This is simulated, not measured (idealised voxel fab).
process module | voxel released beams
cross-section cut | 255 nm wide | cells 5 nm
A cross-section is a grid of square cells, given in bands from the top down. A band is one or more rows of cells.
Each band's line starts with the height of the band's top and of its bottom, in nm. Then come its materials from left to right, each with its width in nm. One material with "throughout" fills the band from edge to edge. "air" is empty space.
Height 0 is the level under which the wafer as received is all one material. The lowest band goes on downwards, as in "0 down".
A width such as "30 to 40" changes by the same amount from each row of cells to the next, from the band's top row to its bottom row.
"no change" after a step means that no cell of the cross-section changed.
closed voids: empty space of 8 cells or more with no open way to the top, each as width x height at its distance from the left edge, in nm
after a step's settings: what the simulator itself notes on the step
overlay nm, on a step with a mask: how far to the right of its planned place the mask lay; to the left if negative
plan
1 op RECEIVE | material Si
2 op CONFORMAL_DEP | material Al2O3 | thk nm 5
3 op DIRECTIONAL_DEP | material SiO2 | thk nm 15
4 op MASKED_ETCH | tone open | mask id ANCHOR | width nm 40 | etch materials SiO2 | depth nm 15 | overlay nm 0
5 op CONFORMAL_DEP | material polySi | thk nm 15
6 op MASKED_ETCH | tone cover | mask id BEAM | width nm 125 | etch materials polySi | depth nm 15 | overlay nm 0
7 op STRIP | etch materials SiO2
first wafer, as planned
as received, after step 1
  0 down: Si throughout
  closed voids: none
after step 2
  5 to 0: Al2O3 throughout
  below 0: unchanged
after step 3
  20 to 5: SiO2 throughout
  below 5: unchanged
after step 4
  20 to 5: SiO2 65 | air 40 | SiO2 150
  below 5: unchanged
after step 5
  35 to 20: polySi 80 | air 10 | polySi 165
  20 to 5: SiO2 65 | polySi 40 | SiO2 150
  below 5: unchanged
after step 6
  35 to 20: air 60 | polySi 20 | air 10 | polySi 95 | air 70
  below 20: unchanged
after step 7
  35 to 20: air 60 | polySi 20 | air 10 | polySi 95 | air 70
  20 to 5: air 65 | polySi 40 | air 150
  below 5: unchanged
second wafer: like start, like plan, one mistake. Through step 5 it matches the first wafer
when step 6 should have ended
  35 to 20: air 65 | polySi 15 | air 10 | polySi 95 | air 70
  below 20: unchanged
when step 7 should have ended
  35 to 20: air 65 | polySi 15 | air 10 | polySi 95 | air 70
  20 to 5: air 65 | polySi 40 | air 150
  below 5: unchanged
what went wrong: step 6 ran as: op MASKED_ETCH | tone cover | mask id BEAM | width nm 120 | etch materials polySi | depth nm 15 | overlay nm 0
at the end the second wafer has, in cells: 3 fewer of polySi
